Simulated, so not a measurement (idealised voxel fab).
process module | voxel fin reveal
cross-section cut | 285 nm wide | cells 5 nm
A cross-section is a grid of square cells, given in bands from the top down. A band is one or more rows of cells.
Each band's line starts with the height of the band's top and of its bottom, in nm. Then come its materials from left to right, each with its width in nm. One material with "throughout" fills the band from edge to edge. "air" is empty space.
Height 0 is the level under which the wafer as received is all one material. The lowest band goes on downwards, as in "0 down".
A width such as "30 to 40" changes by the same amount from each row of cells to the next, from the band's top row to its bottom row.
"no change" after a step means that no cell of the cross-section changed.
closed voids: empty space of 8 cells or more with no open way to the top, each as width x height at its distance from the left edge, in nm
after a step's settings: what the simulator itself notes on the step
overlay nm, on a step with a mask: how far to the right of its planned place the mask lay; to the left if negative
plan
1 op RECEIVE | material Si
2 op CONFORMAL_DEP | material SiN | thk nm 10
3 op MASKED_ETCH | tone cover | mask id FINS | width nm 15 | pitch nm 40 | etch materials SiN | depth nm 10 | overlay nm 0
4 op MASKED_ETCH | tone cover | mask id FINS | width nm 15 | pitch nm 40 | etch materials Si | depth nm 35 | overlay nm 0
5 op FILL_DEP | material SiO2 | thk nm 10
6 op CMP | height nm 10
7 op SELECTIVE_ETCH | etch materials SiO2 | depth nm 20
8 op STRIP | etch materials SiN
9 op CONFORMAL_DEP | material SiO2 | thk nm 5
as received, after step 1
  0 down: Si throughout
  closed voids: none
first wafer at the end, as planned
  5 to 0: air 90 | SiO2 25 | air 15 | SiO2 25 | air 15 | SiO2 25 | air 90
  0 to -5: air 90 | SiO2 5 | Si 15 | SiO2 5 | air 15 | SiO2 5 | Si 15 | SiO2 5 | air 15 | SiO2 5 | Si 15 | SiO2 5 | air 90
  -5 to -35: SiO2 95 | Si 15 | SiO2 25 | Si 15 | SiO2 25 | Si 15 | SiO2 95
  -35 down: Si throughout
  closed voids: none
second wafer at the end: like start, like plan, one mistake
  5 to 0: air 90 | SiO2 25 | air 15 | SiO2 25 | air 15 | SiO2 25 | air 90
  0 to -5: air 90 | SiO2 5 | Si 15 | SiO2 5 | air 15 | SiO2 5 | Si 15 | SiO2 5 | air 15 | SiO2 5 | Si 15 | SiO2 5 | air 90
  -5 to -30: SiO2 95 | Si 15 | SiO2 25 | Si 15 | SiO2 25 | Si 15 | SiO2 95
  -30 down: Si throughout
  closed voids: none
what went wrong: step 4 ran as: op MASKED_ETCH | tone cover | mask id FINS | width nm 15 | pitch nm 40 | etch materials Si | depth nm 30 | overlay nm 0
at the end the second wafer has, in cells: 48 more of Si | 48 fewer of SiO2
